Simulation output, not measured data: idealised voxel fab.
Process module name: voxel self aligned vias
For reference, the cross-section in this document is cut, with width 200 nm and square cells of 5 nm.
Square cells in a grid make up a cross-section in this document, and the grid is given as bands, listed from the top down, each one or more rows of cells. Per band: top height and bottom height in nm, followed by the left-to-right materials and their widths in nm; "edge to edge" marks a single material spanning edge to edge, "air" marks empty space. Heads up on the height convention: 0 is the point under which the incoming wafer is all one material, and the lowest band has no bottom, it just keeps going down, like "0 and below". A width such as "30..40" changes by the same amount from each row of cells to the next, from the band's top row to its bottom row. "all unchanged", as given for a step, is the statement that not any cell of the cross-section underwent a change during that step. The label "Closed cavities" introduces a list of the empty spaces, 8 cells or larger, that have no open way up to the top; each entry in it reads width x height at distance, where the distance is taken from the left edge and all three are stated in nm. The remark found on a step's line after its settings is issued by the simulator itself and pertains to that step. Steps that use a mask can have "overlay nm" on their line. It says how far the mask sat to the right of where it was meant to be. Negative means to the left.

Intended process steps:
- 1: RECEIVE,material Si
- 2: CONFORMAL_DEP,material SiO2,thk nm 15
- 3: CONFORMAL_DEP,material SiCN,thk nm 5
- 4: DIRECTIONAL_DEP,material SiO2,thk nm 20
- 5: DIRECTIONAL_DEP,material aC,thk nm 10
- 6: PATTERN,tone open,mask id LINES,material resist,width nm 20,pitch nm 70,thk nm 25,overlay nm 0
- 7: DIRECTIONAL_ETCH,etch materials aC,depth nm 10
- 8: STRIP,etch materials resist
- 9: DIRECTIONAL_ETCH,etch materials SiO2,depth nm 20
- 10: STRIP,etch materials aC
- 11: CONFORMAL_DEP,material TiN,thk nm 5
- 12: FILL_DEP,material Ru,thk nm 10
- 13: CMP,height nm 40
- 14: SELECTIVE_ETCH,etch materials W Ru TiN,depth nm 5
- 15: FILL_DEP,material SiN,thk nm 10
- 16: CMP,height nm 40
- 17: DIRECTIONAL_DEP,material SiO2,thk nm 15
- 18: MASKED_ETCH,tone open,mask id VIAS,width nm 40,etch materials SiO2,depth nm 15,overlay nm 0
- 19: MASKED_ETCH,tone open,mask id VIAS,width nm 40,etch materials SiN,depth nm 5,overlay nm 0
- 20: CONFORMAL_DEP,material TiN,thk nm 5
- 21: FILL_DEP,material Cu,thk nm 10
- 22: CMP,height nm 55
- 23: CONFORMAL_DEP,material SiCN,thk nm 5

Cross-section of the wafer upon arrival, representing the state reached after step 1:
	0 and below: Si edge to edge
	Closed cavities: none

Module complete, cross-section. Starting point and plan per above. One mistake made in running the module:
	60 down to 55: SiCN edge to edge
	55 down to 45: SiO2 (45), TiN (5), Cu (30), TiN (5), SiO2 (115)
	45 down to 40: SiO2 (45), TiN (40), SiO2 (115)
	40 down to 35: SiN (45), TiN (10), SiO2 (20), TiN (10), SiN (40), SiO2 (20), SiN (55)
	35 down to 25: Ru (50), TiN (5), SiO2 (20), TiN (5), Ru (40), TiN (5), SiO2 (20), TiN (5), Ru (50)
	25 down to 20: TiN (55), SiO2 (20), TiN (50), SiO2 (20), TiN (55)
	20 down to 15: SiCN edge to edge
	15 down to 0: SiO2 edge to edge
	0 and below: Si edge to edge
	Closed cavities: none
The mistake made against the process plan was this: it should be noted that step 6 was executed with settings other than those planned, the operation and settings actually applied being PATTERN,tone cover,mask id LINES,material resist,width nm 20,pitch nm 70,thk nm 25,overlay nm 0
